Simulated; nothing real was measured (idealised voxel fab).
This is a process module. Its name is voxel ribs on slabs.
Cross-section cut: width 270 nm, square cells of 5 nm.
Cross-section format: a grid of square cells, given as bands from top to bottom; each band is one or more rows of cells. Heads up on the band format: heights come first, top then bottom, in nm. After that it's the materials left to right, each with its width in nm. A single material flagged "everywhere" fills the whole band edge to edge, and "blank" means there's empty space there. Where do heights start? At 0: under that level the wafer as delivered is made of one material only. And the lowest band has no floor; it just carries on downward, as in "0 -> down". Read "30..40" as a graded width: first number on top, second number at the bottom, same change between each pair of neighbouring rows. For the purposes of this document, the phrase "nothing changed" attached to a step denotes that no cell within the cross-section was modified by that step. Heads up: "Non-vented voids" only lists the empty pockets with no open path to the top that are 8 cells or more, and it writes them as width x height at distance, distance from the left edge, in nm. On each step's line, the part that comes after the settings is the simulator's own comment on the step. overlay nm: how far to the right of its planned place the mask lay on this masked step (negative: to the left).
These are the steps we planned for the process
1,RECEIVE: material Si
2,DIRECTIONAL_DEP: material SiO2, thk nm 30
3,DIRECTIONAL_DEP: material polySi, thk nm 20
4,PATTERN: tone cover, mask id RIB, material resist, width nm 30, thk nm 20, overlay nm 0
5,DIRECTIONAL_ETCH: etch materials polySi, depth nm 10
6,STRIP: etch materials resist
7,MASKED_ETCH: tone cover, mask id SLAB, width nm 60, etch materials polySi, depth nm 10, overlay nm 0
8,FILL_DEP: material SiO2, thk nm 20
9,CMP: height nm 60
10,DIRECTIONAL_DEP: material W, thk nm 5
11,MASKED_ETCH: tone cover, mask id HEATER, width nm 40, etch materials W, depth nm 5, overlay nm 0
12,CONFORMAL_DEP: material SiO2, thk nm 5
On the first of the two wafers: run conducted according to plan
Step 1 complete: cross-section of the wafer as received
    0 -> down | Si everywhere
    Non-vented voids: none
Take a look at the wafer's cross-section after step 2
    30 -> 0 | SiO2 everywhere
    For the remainder of the cross-section, below 0, there is no change.
Take a look at the wafer's cross-section after step 3
    50 -> 30 | polySi everywhere
    For the remainder of the cross-section, below 30, there is no change.
Take a look at the wafer's cross-section after step 4
    70 -> 50 | 120 blank, then 30 resist, then 120 blank
    For the remainder of the cross-section, below 50, there is no change.
Take a look at the wafer's cross-section after step 5
    70 -> 50 | 120 blank, then 30 resist, then 120 blank
    50 -> 40 | 120 blank, then 30 polySi, then 120 blank
    For the remainder of the cross-section, below 40, there is no change.
Take a look at the wafer's cross-section after step 6
    50 -> 40 | 120 blank, then 30 polySi, then 120 blank
    For the remainder of the cross-section, below 40, there is no change.
Take a look at the wafer's cross-section after step 7
    50 -> 40 | 120 blank, then 30 polySi, then 120 blank
    40 -> 30 | 105 blank, then 60 polySi, then 105 blank
    For the remainder of the cross-section, below 30, there is no change.
Take a look at the wafer's cross-section after step 8
    70 -> 50 | SiO2 everywhere
    50 -> 40 | 120 SiO2, then 30 polySi, then 120 SiO2
    40 -> 30 | 105 SiO2, then 60 polySi, then 105 SiO2
    For the remainder of the cross-section, below 30, there is no change.
Take a look at the wafer's cross-section after step 9
    60 -> 50 | SiO2 everywhere
    For the remainder of the cross-section, below 50, there is no change.
Take a look at the wafer's cross-section after step 10
    65 -> 60 | W everywhere
    For the remainder of the cross-section, below 60, there is no change.
Take a look at the wafer's cross-section after step 11
    65 -> 60 | 115 blank, then 40 W, then 115 blank
    For the remainder of the cross-section, below 60, there is no change.
Take a look at the wafer's cross-section after step 12
    70 -> 65 | 110 blank, then 50 SiO2, then 110 blank
    65 -> 60 | 115 SiO2, then 40 W, then 115 SiO2
    For the remainder of the cross-section, below 60, there is no change.
Wafer two of the pair: same origin, same plan, one error during the run; identical to wafer one up to and including step 1
Second wafer, section view, time point: scheduled end of step 2
    20 -> 0 | polySi everywhere
    For the remainder of the cross-section, below 0, there is no change.
Second wafer, section view, time point: scheduled end of step 3
    50 -> 20 | SiO2 everywhere
    For the remainder of the cross-section, below 20, there is no change.
Second wafer, section view, time point: scheduled end of step 4
    70 -> 50 | 120 blank, then 30 resist, then 120 blank
    For the remainder of the cross-section, below 50, there is no change.
Second wafer, section view, time point: scheduled end of step 5: nothing changed
Second wafer, section view, time point: scheduled end of step 6
    50 -> 20 | SiO2 everywhere
    For the remainder of the cross-section, below 20, there is no change.
Second wafer, section view, time point: scheduled end of step 7: nothing changed
Second wafer, section view, time point: scheduled end of step 8
    70 -> 20 | SiO2 everywhere
    For the remainder of the cross-section, below 20, there is no change.
Second wafer, section view, time point: scheduled end of step 9
    60 -> 20 | SiO2 everywhere
    For the remainder of the cross-section, below 20, there is no change.
Second wafer, section view, time point: scheduled end of step 10
    65 -> 60 | W everywhere
    For the remainder of the cross-section, below 60, there is no change.
Second wafer, section view, time point: scheduled end of step 11
    65 -> 60 | 115 blank, then 40 W, then 115 blank
    For the remainder of the cross-section, below 60, there is no change.
Second wafer, section view, time point: scheduled end of step 12
    70 -> 65 | 110 blank, then 50 SiO2, then 110 blank
    65 -> 60 | 115 SiO2, then 40 W, then 115 SiO2
    For the remainder of the cross-section, below 60, there is no change.
Want to know what went wrong? steps 2 and 3 traded places in the executed sequence
Wrapping up, a cell-based count of both wafers puts the second over or under the first for these materials: -180 SiO2 | +180 polySi
